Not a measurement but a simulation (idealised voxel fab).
Process module in this document: voxel gate over fins
Square cells of 5 nm make up the cross-section cut, whose width is 255 nm.
Think of the cross-section as a grid of square cells. We describe it in bands, top to bottom, and each band covers one or more rows of those cells.
Top height, bottom height, nm. Materials left to right, width each, nm. Single material + "full width" = fills band edge to edge. "empty" = empty.
Heads up on the height convention: 0 is the point under which the incoming wafer is all one material, and the lowest band has no bottom, it just keeps going down, like "0..down".
The notation "30 to 40" denotes a width that varies across the rows of cells in the band, beginning at the first number in the top row, finishing at the second number in the bottom row, and changing by an identical amount from each row to the next.
"nothing got changed" after a step means that no cell of the cross-section changed.
Entry "Voids lacking openings" = empty spaces >= 8 cells with no open way to the top; each as width x height at distance, distance from left edge, all nm.
Note: text after step settings on the step line = simulator remark on that step.
overlay nm: mask right of planned place by this much (step with mask). Neg. = left.
Listed below are the process steps as planned
1 RECEIVE: material Si
2 CONFORMAL_DEP: material SiN, thk nm 10
3 MASKED_ETCH: tone cover, mask id FINS, width nm 15, pitch nm 60, etch materials SiN, depth nm 10, overlay nm 0
4 MASKED_ETCH: tone cover, mask id FINS, width nm 15, pitch nm 60, etch materials Si, depth nm 35, overlay nm 0
5 OXIDIZE: depth nm 5
6 FILL_DEP: material SiO2, thk nm 10
7 CMP: height nm 10
8 PATTERN: tone open, mask id RAIL, material resist, width nm 15, thk nm 20, overlay nm 0
9 DIRECTIONAL_ETCH: etch materials SiO2, depth nm 40
10 STRIP: etch materials resist
11 CONFORMAL_DEP: material TiN, thk nm 5
12 FILL_DEP: material Ru, thk nm 5
13 CMP: height nm 10
14 SELECTIVE_ETCH: etch materials W Ru TiN, depth nm 30
15 FILL_DEP: material SiO2, thk nm 5
16 CMP: height nm 10
17 SELECTIVE_ETCH: etch materials SiO2, depth nm 25
18 STRIP: etch materials SiN
19 CONFORMAL_DEP: material HfO2, thk nm 5
20 CONFORMAL_DEP: material TiN, thk nm 5
21 FILL_DEP: material W, thk nm 15
22 CMP: height nm 20
23 CONFORMAL_DEP: material SiCN, thk nm 10
The cross-section here shows the wafer as received, i.e. in its state after step 1
0..down | Si full width
Voids lacking openings: none
Sectioned view, first of two wafers, at the close of the module, processed as intended in the plan
30..20 | SiCN full width
20..10 | W full width
10..5 | W=55; TiN=25; W=35; TiN=25; W=35; TiN=25; W=55
5..0 | W=55; TiN=5; HfO2=15; TiN=5; W=35; TiN=5; HfO2=15; TiN=5; W=35; TiN=5; HfO2=15; TiN=5; W=55
0..-5 | W=55; TiN=5; HfO2=5; Si=5; HfO2=5; TiN=5; W=35; TiN=5; HfO2=5; Si=5; HfO2=5; TiN=5; W=35; TiN=5; HfO2=5; Si=5; HfO2=5; TiN=5; W=55
-5..-10 | TiN=60; HfO2=5; Si=5; HfO2=5; TiN=45; HfO2=5; Si=5; HfO2=5; TiN=45; HfO2=5; Si=5; HfO2=5; TiN=60
-10..-15 | HfO2=65; Si=5; HfO2=55; Si=5; HfO2=55; Si=5; HfO2=65
-15..-20 | SiO2=65; Si=5; SiO2=55; Si=5; SiO2=55; Si=5; SiO2=65
-20..-25 | SiO2=65; Si=5; SiO2=20; TiN=5; Ru=5; TiN=5; SiO2=20; Si=5; SiO2=55; Si=5; SiO2=65
-25..-30 | SiO2=65; Si=5; SiO2=20; TiN=15; SiO2=20; Si=5; SiO2=55; Si=5; SiO2=65
-30..-40 | SiO2=65; Si=5; SiO2=55; Si=5; SiO2=55; Si=5; SiO2=65
-40..down | Si full width
Voids lacking openings: none
Now the second wafer, cross-sectioned at the end of the module. Nothing different at the start, nothing different in the plan compared with the first, just one mistake when it was actually run
30..20 | SiCN full width
20..10 | W full width
10..5 | W=55; TiN=25; W=35; TiN=25; W=35; TiN=25; W=55
5..0 | W=55; TiN=5; HfO2=15; TiN=5; W=35; TiN=5; HfO2=15; TiN=5; W=35; TiN=5; HfO2=15; TiN=5; W=55
0..-5 | W=55; TiN=5; HfO2=5; Si=5; HfO2=5; TiN=5; W=35; TiN=5; HfO2=5; Si=5; HfO2=5; TiN=5; W=35; TiN=5; HfO2=5; Si=5; HfO2=5; TiN=5; W=55
-5..-10 | TiN=60; HfO2=5; Si=5; HfO2=5; TiN=45; HfO2=5; Si=5; HfO2=5; TiN=45; HfO2=5; Si=5; HfO2=5; TiN=60
-10..-15 | HfO2=65; Si=5; HfO2=55; Si=5; HfO2=55; Si=5; HfO2=65
-15..-20 | SiO2=65; Si=5; SiO2=55; Si=5; SiO2=55; Si=5; SiO2=65
-20..-25 | SiO2=65; Si=5; SiO2=20; TiN=5; Ru=5; TiN=5; SiO2=20; Si=5; SiO2=55; Si=5; SiO2=65
-25..-30 | SiO2=65; Si=5; SiO2=20; TiN=15; SiO2=20; Si=5; SiO2=55; Si=5; SiO2=65
-30..-75 | SiO2=65; Si=5; SiO2=55; Si=5; SiO2=55; Si=5; SiO2=65
-75..down | Si full width
Voids lacking openings: none
Error vs. plan: yeah, plan step 4 got run twice
The second wafer ends with more or fewer cells of some materials than the first, per final count: Si -336 | SiO2 +336
